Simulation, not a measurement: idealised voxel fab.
Process module, titled voxel lift off
Shown is cross-section cut, with a width of 250 nm and square cells of size 5 nm.
We lay out every cross-section as a grid of square cells and spell it out in bands from the top down, where one band means one or more rows of cells.
Basically the band line says how high the top is and how high the bottom is, in nm, and then what's in it from left to right, every material with its width in nm. Empty space shows up as "air", and if a single material carries "throughout" it runs the full band edge to edge.
Height 0 is the level under which the wafer as received is all one material. The lowest band goes on downwards, as in "0..down".
Think of "30 to 40" as a width that walks from the first number to the second as you go down the band, top row to bottom row, taking equal-sized steps from row to row.
Step note "identical to before" = no cross-section cell changed.
Under "Fully enclosed voids" you'll find the enclosed gaps, the ones with no way out to the top, that are 8 cells or bigger; each reads width x height at distance, with distance counted from the left edge, everything in nm.
If you see something after the settings on a step's line, that's the simulator's own remark about that step.
overlay nm: for a step with a mask, the amount by which the mask lay right of where it was planned; a negative amount means left of it.
[So here's the lineup of process steps we planned]
1,RECEIVE, material Si
2,CONFORMAL_DEP, material SiO2, thk nm 10
3,PATTERN, tone open, mask id LINES, material resist, width nm 15, pitch nm 40, thk nm 25, overlay nm 0
4,DIRECTIONAL_DEP, material Ru, thk nm 15
5,STRIP, etch materials resist
6,CONFORMAL_DEP, material SiO2, thk nm 5
[Cross-section of the wafer at receipt, which is the condition after step 1]
    0..down = Si throughout
    Fully enclosed voids: none
[Below is the wafer in cross-section after the module was completed. It began from the starting point shown above and followed the plan shown above, except that one mistake was made while running it]
    30..15 = 50 nm air / 25 nm Ru / 15 nm air / 25 nm Ru / 15 nm air / 25 nm Ru / 15 nm air / 25 nm Ru / 55 nm air
    15..10 = Ru throughout
    10..0 = SiO2 throughout
    0..down = Si throughout
    Fully enclosed voids: none
Diagnosis: in deviation from the planned setting, step 6 was conducted as CONFORMAL_DEP, material Ru, thk nm 5
